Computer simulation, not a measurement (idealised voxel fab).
Process module name: voxel self aligned contacts
Cross-section cut: width 215 nm, square cells of 5 nm.
In what follows, cross-sections appear as grids of square cells, described through bands that run from the top down, where every band is one or more rows of cells.
Quick guide to a band line: top height, bottom height (nm) up front; then every material left to right with its width in nm. Only one material and it's marked "everywhere"? Then it fills the band edge to edge. And "empty" just means empty space.
Basically, 0 is our baseline, since under it the wafer straight out of the box is all one material. The bottom band has no lower end and keeps on going down, so it looks like "0 down".
The two numbers in a width such as "30->40" mark its ends across the band: the first belongs to the top row of cells, the second to the bottom row, and from each row to the next the width moves by the same amount.
Where the words "no alteration" appear for a step, the cross-section shows no cell changed by that step; every cell remained as before.
"Trapped voids" - sealed voids, min. 8 cells, no opening to top; format: width x height at distance (distance from left edge; nm throughout).
Read whatever lies past the settings on a step's line as the simulator's own remark about the step.
"overlay nm" denotes, for a step that has a mask, the displacement of the mask to the right of its planned place, with negative values corresponding to the left.
-- This section lists the process steps that were planned
1: RECEIVE, material Si
2: OXIDIZE, depth nm 5
3: DIRECTIONAL_DEP, material polySi, thk nm 20
4: DIRECTIONAL_DEP, material SiN, thk nm 20
5: PATTERN, tone cover, mask id GATE, material resist, width nm 25, pitch nm 60, thk nm 20, overlay nm 0
6: DIRECTIONAL_ETCH, etch materials SiN, depth nm 20
7: DIRECTIONAL_ETCH, etch materials polySi, depth nm 20
8: STRIP, etch materials resist
9: CONFORMAL_DEP, material SiN, thk nm 10
10: DIRECTIONAL_ETCH, etch materials SiN, depth nm 10
11: FILL_DEP, material SiO2, thk nm 15
12: CMP, height nm 45
13: DIRECTIONAL_DEP, material aC, thk nm 15
14: PATTERN, tone open, mask id CONTACT, material resist, width nm 45, pitch nm 60, thk nm 35, overlay nm 0
15: DIRECTIONAL_ETCH, etch materials aC, depth nm 15
16: STRIP, etch materials resist
17: DIRECTIONAL_ETCH, etch materials SiO2, depth nm 50
18: STRIP, etch materials aC
19: CONFORMAL_DEP, material TiN, thk nm 5
20: FILL_DEP, material W, thk nm 5
21: CMP, height nm 45
22: CONFORMAL_DEP, material SiN, thk nm 5
-- Cross-section of the wafer upon arrival, representing the state reached after step 1
  0 down | Si everywhere
  Trapped voids: none
-- first wafer at the end, as planned
  50 to 45 | SiN everywhere
  45 to 40 | 55 nm SiO2; 20 nm TiN; 5 nm W; 20 nm TiN; 15 nm SiO2; 20 nm TiN; 5 nm W; 20 nm TiN; 55 nm SiO2
  40 to 20 | 25 nm SiO2; 45 nm SiN; 5 nm TiN; 5 nm W; 5 nm TiN; 45 nm SiN; 5 nm TiN; 5 nm W; 5 nm TiN; 45 nm SiN; 25 nm SiO2
  20 to 0 | 25 nm SiO2; 10 nm SiN; 25 nm polySi; 10 nm SiN; 5 nm TiN; 5 nm W; 5 nm TiN; 10 nm SiN; 25 nm polySi; 10 nm SiN; 5 nm TiN; 5 nm W; 5 nm TiN; 10 nm SiN; 25 nm polySi; 10 nm SiN; 25 nm SiO2
  0 to -5 | 70 nm SiO2; 15 nm TiN; 45 nm SiO2; 15 nm TiN; 70 nm SiO2
  -5 down | Si everywhere
  Trapped voids: none
-- Second wafer cross-section at end of module - shared start and plan with the first, one mistake in the run
  50 to 45 | SiN everywhere
  45 to 40 | 20 nm W; 35 nm TiN; 45 nm SiO2; 15 nm TiN; 45 nm SiO2; 35 nm TiN; 20 nm W
  40 to 20 | 20 nm W; 5 nm TiN; 45 nm SiN; 15 nm SiO2; 45 nm SiN; 15 nm SiO2; 45 nm SiN; 5 nm TiN; 20 nm W
  20 to 0 | 20 nm W; 5 nm TiN; 10 nm SiN; 25 nm polySi; 10 nm SiN; 15 nm SiO2; 10 nm SiN; 25 nm polySi; 10 nm SiN; 15 nm SiO2; 10 nm SiN; 25 nm polySi; 10 nm SiN; 5 nm TiN; 20 nm W
  0 to -5 | 25 nm TiN; 165 nm SiO2; 25 nm TiN
  -5 down | Si everywhere
  Trapped voids: none
Run error: heads up, step 14 didn't go per plan, it actually ran as PATTERN, tone cover, mask id CONTACT, material resist, width nm 45, pitch nm 60, thk nm 35, overlay nm 0
The second wafer ends with more or fewer cells of some materials than the first, per final count: -43 SiO2, -11 TiN, +54 W
